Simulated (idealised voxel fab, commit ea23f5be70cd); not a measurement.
Name of the process module below: voxel ribs on slabs
Cross-sectional view cut (width: 235 nm; square cell size: 5 nm).
For the purposes of this document, a cross-section shall be understood as a grid of square cells, specified as bands listed in top-to-bottom order, each band consisting of one or more rows of cells. Heights first: top, then bottom, in nm. Then materials, left to right, each with a width in nm. "everywhere" on a single material: fills the band edge to edge. "air": empty space. Height 0 is the level under which the wafer as received is all one material. The lowest band goes on downwards, as in "z 0 and below". A two-number width, for instance "30 to 40", indicates that the width is equal to the first number in the top row of the band and to the second number in the bottom row, and that it changes by a constant amount per row of cells. No cell of the cross-section changed in a step that is given as "nothing changed". If an empty space has no open way to the top and is at least 8 cells in size, "Closed void catalog" lists it, written width x height at distance, where distance is measured from the left edge and every value is in nm. Formally, on a step line, whatever follows the settings is a remark that the simulator itself makes on the step. overlay nm: how far to the right of its planned place the mask lay on this masked step (negative: to the left).
The process steps that were planned are listed below:
1: op RECEIVE | material Si
2: op DIRECTIONAL_DEP | material SiO2 | thk nm 25
3: op DIRECTIONAL_DEP | material SiN | thk nm 20
4: op PATTERN | tone cover | mask id RIB | material resist | width nm 20 | thk nm 20 | overlay nm 0
5: op DIRECTIONAL_ETCH | etch materials SiN | depth nm 10
6: op STRIP | etch materials resist
7: op PATTERN | tone cover | mask id SLAB | material resist | width nm 50 | thk nm 20 | overlay nm 0
8: op DIRECTIONAL_ETCH | etch materials SiN | depth nm 10
9: op STRIP | etch materials resist
10: op FILL_DEP | material SiO2 | thk nm 15
11: op CMP | height nm 60
12: op DIRECTIONAL_DEP | material TiN | thk nm 10
13: op DIRECTIONAL_DEP | material aC | thk nm 10
14: op PATTERN | tone cover | mask id HEATER | material resist | width nm 30 | thk nm 30 | overlay nm 0
15: op DIRECTIONAL_ETCH | etch materials aC | depth nm 10
16: op STRIP | etch materials resist
17: op DIRECTIONAL_ETCH | etch materials TiN | depth nm 10
18: op STRIP | etch materials aC
19: op CONFORMAL_DEP | material SiN | thk nm 5
Don't read the plan's thk nm for step 2 as applying to every wafer: that's the first wafer's value, and the wafers differ in it, though they all start identical.
Cross-section: the first of several wafers in its as-received state, i.e. following step 1:
* z 0 and below: Si everywhere
* Closed void catalog: none
wafer rows; end of module; cells per material since receipt: (+) gained, (-) lost; then closed voids:
thk nm 25, +79 SiN, +536 SiO2, +12 TiN, Closed void catalog: none
thk nm 30, +79 SiN, +536 SiO2, +12 TiN, Closed void catalog: none
thk nm 35, +79 SiN, +536 SiO2, +12 TiN, Closed void catalog: none
thk nm 40, +79 SiN, +536 SiO2, +12 TiN, Closed void catalog: none
thk nm 45, +75 SiN, +540 SiO2, +12 TiN, Closed void catalog: none
